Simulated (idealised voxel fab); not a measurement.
process module | voxel tone inversion
cross-section cut | 230 nm wide | cells 5 nm
A cross-section is a grid of square cells, given in bands from the top down. A band is one or more rows of cells.
Each band's line starts with the height of the band's top and of its bottom, in nm. Then come its materials from left to right, each with its width in nm. One material with "throughout" fills the band from edge to edge. "air" is empty space.
Height 0 is the level under which the wafer as received is all one material. The lowest band goes on downwards, as in "0 down".
A width such as "30 to 40" changes by the same amount from each row of cells to the next, from the band's top row to its bottom row.
"no change" after a step means that no cell of the cross-section changed.
closed voids: empty space of 8 cells or more with no open way to the top, each as width x height at its distance from the left edge, in nm
after a step's settings: what the simulator itself notes on the step
overlay nm, on a step with a mask: how far to the right of its planned place the mask lay; to the left if negative
plan
1 op RECEIVE | material Si
2 op CONFORMAL_DEP | material SiN | thk nm 10
3 op DIRECTIONAL_DEP | material polySi | thk nm 15
4 op PATTERN | tone cover | mask id POSTS | material resist | width nm 20 | pitch nm 35 | thk nm 25 | overlay nm 0
5 op DIRECTIONAL_ETCH | etch materials polySi | depth nm 15
6 op STRIP | etch materials resist
7 op FILL_DEP | material lowk | thk nm 5
8 op CMP | height nm 25
9 op STRIP | etch materials polySi
10 op CONFORMAL_DEP | material TiN | thk nm 5
11 op FILL_DEP | material W | thk nm 5
12 op CMP | height nm 25
13 op CONFORMAL_DEP | material SiN | thk nm 5
as received, after step 1
  0 down: Si throughout
  closed voids: none
a wafer at the end: this start, this plan, one mistake
  30 to 25: SiN throughout
  25 to 15: W 80 | TiN 5 | lowk 20 | TiN 5 | W 5 | TiN 5 | lowk 20 | TiN 5 | W 85
  15 to 10: TiN 85 | lowk 20 | TiN 15 | lowk 20 | TiN 90
  10 to 0: SiN throughout
  0 down: Si throughout
  closed voids: none
what went wrong: step 4 ran as: op PATTERN | tone open | mask id POSTS | material resist | width nm 20 | pitch nm 35 | thk nm 25 | overlay nm 0
